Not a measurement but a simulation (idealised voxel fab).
process module | voxel released beams
cross-section cut | 260 nm wide | cells 5 nm
A cross-section is a grid of square cells, given in bands from the top down. A band is one or more rows of cells.
Each band's line starts with the height of the band's top and of its bottom, in nm. Then come its materials from left to right, each with its width in nm. One material with "throughout" fills the band from edge to edge. "air" is empty space.
Height 0 is the level under which the wafer as received is all one material. The lowest band goes on downwards, as in "0 down".
A width such as "30 to 40" changes by the same amount from each row of cells to the next, from the band's top row to its bottom row.
"no change" after a step means that no cell of the cross-section changed.
closed voids: empty space of 8 cells or more with no open way to the top, each as width x height at its distance from the left edge, in nm
after a step's settings: what the simulator itself notes on the step
overlay nm, on a step with a mask: how far to the right of its planned place the mask lay; to the left if negative
plan
1 op RECEIVE | material Si
2 op CONFORMAL_DEP | material Al2O3 | thk nm 5
3 op DIRECTIONAL_DEP | material SiO2 | thk nm 10
4 op PATTERN | tone open | mask id ANCHOR | material resist | width nm 25 | thk nm 20 | overlay nm 0
5 op DIRECTIONAL_ETCH | etch materials SiO2 | depth nm 10
6 op STRIP | etch materials resist
7 op CONFORMAL_DEP | material SiN | thk nm 10
8 op PATTERN | tone cover | mask id BEAM | material resist | width nm 105 | thk nm 15 | overlay nm 0
9 op DIRECTIONAL_ETCH | etch materials SiN | depth nm 10
10 op STRIP | etch materials resist
11 op STRIP | etch materials SiO2
as received, after step 1
  0 down: Si throughout
  closed voids: none
a wafer at the end: this start, this plan, one mistake
  10 to 0: air 75 | SiN 105 | air 80
  0 down: Si throughout
  closed voids: none
what went wrong: step 6 ran as: op STRIP | etch materials Al2O3
